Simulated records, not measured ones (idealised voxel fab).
The name of this process module is voxel ribs on slabs.
FYI the section here is cut, 190 nm wide, cells are 5 nm squares.
Each cross-section below is a grid of square cells, stated as bands in top-down order, with one or more rows of cells making up each band. It is stipulated that each band's entry specify, in nanometres, the height of the top of the band and then that of its bottom, followed by the materials of the band in left-to-right sequence, each together with its width in nanometres. A single material marked by the word "full width" is understood to fill the band from edge to edge; the word "air" is understood to denote empty space. The reference from which all heights are counted is 0, the level beneath which the as-received wafer is entirely one material; the lowest band, having no lower bound, proceeds downward and is written after the example "0..down". Note: "30->40" means the width goes from the first number (top row of the band) to the second number (bottom row) in equal steps per row of cells. "nothing was modified" for a step: no cell of the cross-section changed in that step. Heads up: "Closed void inventory" only lists the empty pockets with no open path to the top that are 8 cells or more, and it writes them as width x height at distance, distance from the left edge, in nm. Whatever follows a step's settings on its line is a remark the simulator itself makes about that step. Each step line may optionally specify "overlay nm", which for a step with a mask gives the rightward distance between the mask's planned place and where it lay, a negative value indicating the leftward direction.
Process steps foreseen in the plan
1. RECEIVE [material Si]
2. DIRECTIONAL_DEP [material SiO2] [thk nm 20]
3. DIRECTIONAL_DEP [material SiN] [thk nm 20]
4. DIRECTIONAL_DEP [material aC] [thk nm 10]
5. PATTERN [tone cover] [mask id RIB] [material resist] [width nm 30] [thk nm 30] [overlay nm 0]
6. DIRECTIONAL_ETCH [etch materials aC] [depth nm 10]
7. STRIP [etch materials resist]
8. DIRECTIONAL_ETCH [etch materials SiN] [depth nm 10]
9. STRIP [etch materials aC]
10. MASKED_ETCH [tone cover] [mask id SLAB] [width nm 70] [etch materials SiN] [depth nm 10] [overlay nm 0]
11. FILL_DEP [material SiO2] [thk nm 20]
12. CMP [height nm 55]
13. DIRECTIONAL_DEP [material TiN] [thk nm 10]
14. PATTERN [tone cover] [mask id HEATER] [material resist] [width nm 40] [thk nm 20] [overlay nm 0]
15. DIRECTIONAL_ETCH [etch materials TiN] [depth nm 10]
16. STRIP [etch materials resist]
17. CONFORMAL_DEP [material SiN] [thk nm 5]
This is the cross-section of the wafer as we received it, i.e. after step 1
- 0..down  Si full width
- Closed void inventory: none
Cross-section, end of module. Start: as above. Plan: as above. Execution: one mistake
- 70..65  air=70, then SiN=50, then air=70
- 65..60  air=70, then SiN=5, then TiN=40, then SiN=5, then air=70
- 60..55  SiN=75, then TiN=40, then SiN=75
- 55..20  SiO2 full width
- 20..0  SiN full width
- 0..down  Si full width
- Closed void inventory: none
What was done differently from what was planned? swap of plan steps 2 and 3 during execution
